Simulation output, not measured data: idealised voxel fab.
process module | voxel released beams
cross-section cut | 290 nm wide | cells 5 nm
A cross-section is a grid of square cells, given in bands from the top down. A band is one or more rows of cells.
Each band's line starts with the height of the band's top and of its bottom, in nm. Then come its materials from left to right, each with its width in nm. One material with "throughout" fills the band from edge to edge. "air" is empty space.
Height 0 is the level under which the wafer as received is all one material. The lowest band goes on downwards, as in "0 down".
A width such as "30 to 40" changes by the same amount from each row of cells to the next, from the band's top row to its bottom row.
"no change" after a step means that no cell of the cross-section changed.
closed voids: empty space of 8 cells or more with no open way to the top, each as width x height at its distance from the left edge, in nm
after a step's settings: what the simulator itself notes on the step
overlay nm, on a step with a mask: how far to the right of its planned place the mask lay; to the left if negative
plan
1 op RECEIVE | material Si
2 op CONFORMAL_DEP | material Al2O3 | thk nm 10
3 op DIRECTIONAL_DEP | material SiO2 | thk nm 10
4 op PATTERN | tone open | mask id ANCHOR | material resist | width nm 25 | thk nm 20 | overlay nm 0
5 op DIRECTIONAL_ETCH | etch materials SiO2 | depth nm 10
6 op STRIP | etch materials resist
7 op CONFORMAL_DEP | material SiN | thk nm 10
8 op MASKED_ETCH | tone cover | mask id BEAM | width nm 80 | etch materials SiN | depth nm 10 | overlay nm 0
9 op STRIP | etch materials SiO2
as received, after step 1
  0 down: Si throughout
  closed voids: none
a wafer at the end: this start, this plan, one mistake
  30 to 20: Al2O3 115 | air 5 | Al2O3 170
  20 to 10: SiO2 105 | Al2O3 25 | SiO2 160
  10 to 0: Al2O3 throughout
  0 down: Si throughout
  closed voids: none
what went wrong: step 7 ran as: op CONFORMAL_DEP | material Al2O3 | thk nm 10
